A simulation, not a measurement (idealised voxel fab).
Process module under the name voxel double patterning
Cross-section cut spans 175 nm and uses square cells 5 nm in size.
A cross-section is written here as square cells arranged in a grid, and it is given in bands from the top down, each band taking up one or more rows of cells. Look at the band entry: it leads with the top's height and the bottom's height in nm. Then it lists the materials left to right, with a width in nm for each. The word "everywhere" on a single material says that material fills the band edge to edge. The word "blank" is empty space. Beneath 0, the wafer as received is one material, and that level is where height counting begins. The lowest band goes on downward without a bottom; it is written like "0 and below". So if you see something like "30..40" for the width, read it as the top row of the band sitting at the first number and the bottom row at the second, with every row in between moving by the same amount as the last. For the purposes of this document, the phrase "left unchanged" attached to a step denotes that no cell within the cross-section was modified by that step. Look at "Enclosed cavity list" for the closed voids: empty spaces with no open path to the top, sized 8 cells or up. Each is width x height at distance, distance from the left edge, all nm. Where a step's line continues beyond its settings, the continuation is a remark by the simulator itself on that step. The "overlay nm" setting may appear on a step's line; for a step that uses a mask, it gives how far to the right of its planned position the mask lay, and a negative value indicates the left.
## Planned process steps
1 RECEIVE [material Si]
2 CONFORMAL_DEP [material SiO2] [thk nm 5]
3 DIRECTIONAL_DEP [material W] [thk nm 10]
4 DIRECTIONAL_DEP [material SiCN] [thk nm 10]
5 DIRECTIONAL_DEP [material aC] [thk nm 10]
6 PATTERN [tone open] [mask id FIRST] [material resist] [width nm 15] [pitch nm 50] [thk nm 30] [overlay nm 0]
7 DIRECTIONAL_ETCH [etch materials aC] [depth nm 10]
8 STRIP [etch materials resist]
9 DIRECTIONAL_ETCH [etch materials SiCN] [depth nm 10]
10 STRIP [etch materials aC]
11 PATTERN [tone open] [mask id SECOND] [material resist] [width nm 15] [thk nm 20] [overlay nm 0]
12 DIRECTIONAL_ETCH [etch materials SiCN] [depth nm 10]
13 STRIP [etch materials resist]
14 DIRECTIONAL_ETCH [etch materials W] [depth nm 10]
15 STRIP [etch materials SiCN]
## Shown in cross-section is the wafer as received, that is, as it stands after step 1
0 and below  Si everywhere
Enclosed cavity list: none
## Cross-sectional image of the first of two wafers at the end of the module, the run having proceeded as planned
15 down to 5  W 55 nm; blank 15 nm; W 10 nm; blank 15 nm; W 10 nm; blank 15 nm; W 55 nm
5 down to 0  SiO2 everywhere
0 and below  Si everywhere
Enclosed cavity list: none
## Cross-section of the latter of the two wafers at module completion. It had an identical start and an identical plan to the former; in running it, one mistake was made
10 down to 5  W 55 nm; blank 15 nm; W 10 nm; blank 15 nm; W 10 nm; blank 15 nm; W 55 nm
5 down to 0  SiO2 everywhere
0 and below  Si everywhere
Enclosed cavity list: none
Deviation noted in wafer processing: step 3 went in with a setting other than planned; the actual run was DIRECTIONAL_DEP [material W] [thk nm 5]
Heads up, by the end the second wafer has more or fewer cells of some materials compared to the first: W -26
